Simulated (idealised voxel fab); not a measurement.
Process module, titled voxel wiring stack
For reference, the cross-section in this document is cut, with width 160 nm and square cells of 5 nm.
Notation: cross-section as square-cell grid; stated in bands, top first, going down; one or more cell rows per band.
In this notation a band is specified by the heights of its top and bottom, in that order and in nm, after which its materials appear from left to right, each paired with its width in nm. The word "full width" attached to a single material means that material fills the band from edge to edge; the word "air" stands for empty space.
Heights are expressed relative to 0, this being the level below which the as-received wafer comprises one material exclusively. The lowest band is unbounded in the downward direction and is denoted as in "0 and below".
The two numbers in a width such as "30 to 40" mark its ends across the band: the first belongs to the top row of cells, the second to the bottom row, and from each row to the next the width moves by the same amount.
"no modification" for a step: no cell of the cross-section changed in that step.
What "Non-vented voids" gives you is every empty space of 8 cells or more that is cut off from the top. Each appears as width x height at distance, with the distance taken from the left edge and width, height and distance all in nm.
Step line, after settings: the simulator's comment on this step.
The setting "overlay nm" may be written on the line of a step. When the step uses a mask, the value reports how far to the right of the planned place the mask lay, and a negative value reports that it lay to the left.
Steps planned for the process
| 1 | RECEIVE: material Si |
| 2 | CONFORMAL_DEP: material SiO2, thk nm 15 |
| 3 | DIRECTIONAL_DEP: material TiN, thk nm 5 |
| 4 | DIRECTIONAL_DEP: material Ru, thk nm 20 |
| 5 | DIRECTIONAL_DEP: material aC, thk nm 15 |
| 6 | PATTERN: tone cover, mask id METAL_1, material resist, width nm 20, pitch nm 35, thk nm 35, overlay nm 0 |
| 7 | DIRECTIONAL_ETCH: etch materials aC, depth nm 15 |
| 8 | STRIP: etch materials resist |
| 9 | DIRECTIONAL_ETCH: etch materials Ru, depth nm 20 |
| 10 | DIRECTIONAL_ETCH: etch materials TiN, depth nm 5 |
| 11 | STRIP: etch materials aC |
| 12 | CONFORMAL_DEP: material SiCN, thk nm 5 |
| 13 | FILL_DEP: material SiO2, thk nm 10 |
| 14 | CMP: height nm 40 |
| 15 | CONFORMAL_DEP: material SiCN, thk nm 5 |
| 16 | DIRECTIONAL_DEP: material lowk, thk nm 30 |
| 17 | MASKED_ETCH: tone open, mask id METAL_2, width nm 20, pitch nm 35, etch materials lowk, depth nm 20, overlay nm 0 |
| 18 | DIRECTIONAL_DEP: material aC, thk nm 10 |
| 19 | PATTERN: tone open, mask id METAL_2_HOLES, material resist, width nm 15, pitch nm 70, thk nm 30, overlay nm 0 |
| 20 | DIRECTIONAL_ETCH: etch materials aC, depth nm 10 |
| 21 | STRIP: etch materials resist |
| 22 | DIRECTIONAL_ETCH: etch materials lowk, depth nm 10 |
| 23 | DIRECTIONAL_ETCH: etch materials SiCN, depth nm 5 |
| 24 | STRIP: etch materials aC |
| 25 | CONFORMAL_DEP: material TiN, thk nm 5 |
| 26 | FILL_DEP: material Cu, thk nm 10 |
| 27 | CMP: height nm 75 |
| 28 | CONFORMAL_DEP: material SiN, thk nm 5 |
Heads up: all these wafers start the same, and what changes between them is the thk nm in step 12. The value you see in the plan is just what the first wafer got.
Cross-section: the first of several wafers in its as-received state, i.e. following step 1
    0 and below | Si full width
    Non-vented voids: none
End of module, by wafer: material-by-material cell gain (+) or loss (-) since receipt, then closed voids
thk nm 5 | +30 Cu | +64 Ru | +74 SiCN | +32 SiN | +128 SiO2 | +68 TiN | +116 lowk | Non-vented voids: none
thk nm 10 | +30 Cu | +64 Ru | +97 SiCN | +32 SiN | +105 SiO2 | +68 TiN | +116 lowk | Non-vented voids: none
thk nm 15 | +30 Cu | +64 Ru | +104 SiCN | +32 SiN | +98 SiO2 | +68 TiN | +116 lowk | Non-vented voids: none
thk nm 20 | +30 Cu | +64 Ru | +106 SiCN | +32 SiN | +96 SiO2 | +68 TiN | +116 lowk | Non-vented voids: none
